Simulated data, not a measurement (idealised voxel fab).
The process module presented herein is designated voxel ribs on slabs.
For reference, the cross-section in this document is cut, with width 175 nm and square cells of 5 nm.
Format of a cross-section: grid, square cells. Given as bands. Order: top down. Band: one or more rows of cells.
Look at the band entry: it leads with the top's height and the bottom's height in nm. Then it lists the materials left to right, with a width in nm for each. The word "everywhere" on a single material says that material fills the band edge to edge. The word "air" is empty space.
All heights in this document are referenced to 0, defined as the level beneath which the wafer, as received, consists entirely of one material. The lowest band is not bounded below; it extends indefinitely downward and is written in the form "0 and below".
The two numbers in a width such as "30..40" mark its ends across the band: the first belongs to the top row of cells, the second to the bottom row, and from each row to the next the width moves by the same amount.
"no alterations made" after a step means that no cell of the cross-section changed.
Heads up: "Closed void listing" only lists the empty pockets with no open path to the top that are 8 cells or more, and it writes them as width x height at distance, distance from the left edge, in nm.
On each step's line, the part that comes after the settings is the simulator's own comment on the step.
For masked steps, "overlay nm" on the step line gives how far right of plan the mask actually lay; a minus sign means it lay to the left.

-- Steps planned for the process
1 op RECEIVE | material Si
2 op DIRECTIONAL_DEP | material SiO2 | thk nm 30
3 op DIRECTIONAL_DEP | material SiN | thk nm 20
4 op MASKED_ETCH | tone cover | mask id RIB | width nm 25 | etch materials SiN | depth nm 5 | overlay nm 0
5 op PATTERN | tone cover | mask id SLAB | material resist | width nm 85 | thk nm 15 | overlay nm 0
6 op DIRECTIONAL_ETCH | etch materials SiN | depth nm 15
7 op STRIP | etch materials resist
8 op FILL_DEP | material SiO2 | thk nm 20
9 op CMP | height nm 60
10 op DIRECTIONAL_DEP | material W | thk nm 5
11 op DIRECTIONAL_DEP | material aC | thk nm 10
12 op PATTERN | tone cover | mask id HEATER | material resist | width nm 35 | thk nm 30 | overlay nm 0
13 op DIRECTIONAL_ETCH | etch materials aC | depth nm 10
14 op STRIP | etch materials resist
15 op DIRECTIONAL_ETCH | etch materials W | depth nm 5
16 op STRIP | etch materials aC
17 op CONFORMAL_DEP | material SiN | thk nm 5

-- Wafer cross-section on receipt, i.e. after step 1
	0 and below = Si everywhere
	Closed void listing: none

-- Cross-sectional result after module completion. Note: starting condition and plan are unchanged from above; one processing mistake was made
	70 down to 65 = 55 of air; 45 of SiN; 75 of air
	65 down to 60 = 60 of SiN; 35 of W; 80 of SiN
	60 down to 50 = SiO2 everywhere
	50 down to 45 = 75 of SiO2; 25 of SiN; 75 of SiO2
	45 down to 30 = 45 of SiO2; 85 of SiN; 45 of SiO2
	30 down to 0 = SiO2 everywhere
	0 and below = Si everywhere
	Closed void listing: none
Heads up, the wafer didn't run the way we planned it: step 12 off recipe, ran as op PATTERN | tone cover | mask id HEATER | material resist | width nm 35 | thk nm 30 | overlay nm -10
